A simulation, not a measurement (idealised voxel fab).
process module | voxel tone inversion
cross-section cut | 295 nm wide | cells 5 nm
A cross-section is a grid of square cells, given in bands from the top down. A band is one or more rows of cells.
Each band's line starts with the height of the band's top and of its bottom, in nm. Then come its materials from left to right, each with its width in nm. One material with "throughout" fills the band from edge to edge. "air" is empty space.
Height 0 is the level under which the wafer as received is all one material. The lowest band goes on downwards, as in "0 down".
A width such as "30 to 40" changes by the same amount from each row of cells to the next, from the band's top row to its bottom row.
"no change" after a step means that no cell of the cross-section changed.
closed voids: empty space of 8 cells or more with no open way to the top, each as width x height at its distance from the left edge, in nm
after a step's settings: what the simulator itself notes on the step
overlay nm, on a step with a mask: how far to the right of its planned place the mask lay; to the left if negative
plan
1 op RECEIVE | material Si
2 op CONFORMAL_DEP | material SiN | thk nm 5
3 op DIRECTIONAL_DEP | material aC | thk nm 20
4 op PATTERN | tone cover | mask id POSTS | material resist | width nm 25 | pitch nm 50 | thk nm 30 | overlay nm 0
5 op DIRECTIONAL_ETCH | etch materials aC | depth nm 20
6 op STRIP | etch materials resist
7 op FILL_DEP | material SiO2 | thk nm 5
8 op CMP | height nm 25
9 op STRIP | etch materials aC
varied across the wafers: depth nm of step 5. The plan shows the first wafer's value. All wafers start alike
first wafer as received, after step 1
  0 down: Si throughout
  closed voids: none
each wafer at the end: cells of each material gained (+) or lost (-) since it was received, then its closed voids
depth nm 20 | +59 SiN | +156 SiO2 | closed voids: none
depth nm 25 | +59 SiN | +156 SiO2 | closed voids: none
depth nm 30 | +59 SiN | +156 SiO2 | closed voids: none
depth nm 35 | +59 SiN | +176 SiO2 | +60 aC | closed voids: none
